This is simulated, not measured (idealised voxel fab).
This section sets out a process module, namely voxel air gaps.
Cross-sectional view cut (width: 220 nm; square cell size: 5 nm).
A cross-section in this document is a grid of square cells, and it is written down as bands, the top band listed before the ones below it; a band is made up of one or more rows of cells.
Band: top and bottom heights (nm) first, top before bottom; then materials from left to right, widths in nm. "throughout" marks a sole material filling the band edge to edge. "air" denotes empty space.
Note: height 0 marks the level under which the wafer is uniformly one material as received. Lowest band unbounded below, written "0 down".
Think of "30..40" as a width that walks from the first number to the second as you go down the band, top row to bottom row, taking equal-sized steps from row to row.
Any step labelled "left unchanged" changed none of the cells in the cross-section.
Empty spaces counting at least 8 cells and having no open way to the top are listed in "Sealed void listing". The notation width x height at distance is used for each, the distance being from the left edge and all three values in nm.
Heads up: the bit after the settings on a step's line is the simulator's remark on that step.
overlay nm: step with mask; distance mask lay right of planned place; negative value = left of planned place.

# plan
1,RECEIVE, material Si
2,CONFORMAL_DEP, material SiO2, thk nm 15
3,CONFORMAL_DEP, material SiCN, thk nm 5
4,DIRECTIONAL_DEP, material SiO2, thk nm 30
5,DIRECTIONAL_DEP, material aC, thk nm 10
6,PATTERN, tone open, mask id LINES, material resist, width nm 20, pitch nm 45, thk nm 30, overlay nm 0
7,DIRECTIONAL_ETCH, etch materials aC, depth nm 10
8,STRIP, etch materials resist
9,DIRECTIONAL_ETCH, etch materials SiO2, depth nm 30
10,STRIP, etch materials aC
11,CONFORMAL_DEP, material TiN, thk nm 5
12,FILL_DEP, material W, thk nm 10
13,CMP, height nm 50
14,EPI, material Ru, thk nm 10
15,SELECTIVE_ETCH, etch materials SiO2, depth nm 40
16,CONFORMAL_DEP, material SiCN, thk nm 5

# Incoming wafer, cross-sectional view, post step 1
  0 down  Si throughout
  Sealed void listing: none

# Here's the wafer cut in cross-section after the module, started and planned just like above, except one thing was done wrong in the run
  65 to 60  SiCN throughout
  60 to 50  Ru throughout
  50 to 45  35 nm TiN, then 10 nm W, then 35 nm TiN, then 10 nm W, then 35 nm TiN, then 10 nm W, then 35 nm TiN, then 10 nm W, then 40 nm TiN
  45 to 20  30 nm SiO2, then 5 nm TiN, then 10 nm W, then 5 nm TiN, then 25 nm SiO2, then 5 nm TiN, then 10 nm W, then 5 nm TiN, then 25 nm SiO2, then 5 nm TiN, then 10 nm W, then 5 nm TiN, then 25 nm SiO2, then 5 nm TiN, then 10 nm W, then 5 nm TiN, then 35 nm SiO2
  20 to 15  30 nm SiO2, then 20 nm TiN, then 25 nm SiO2, then 20 nm TiN, then 25 nm SiO2, then 20 nm TiN, then 25 nm SiO2, then 20 nm TiN, then 35 nm SiO2
  15 to 0  SiO2 throughout
  0 down  Si throughout
  Sealed void listing: none
Plan not followed: plan step 3 was not performed, having been skipped
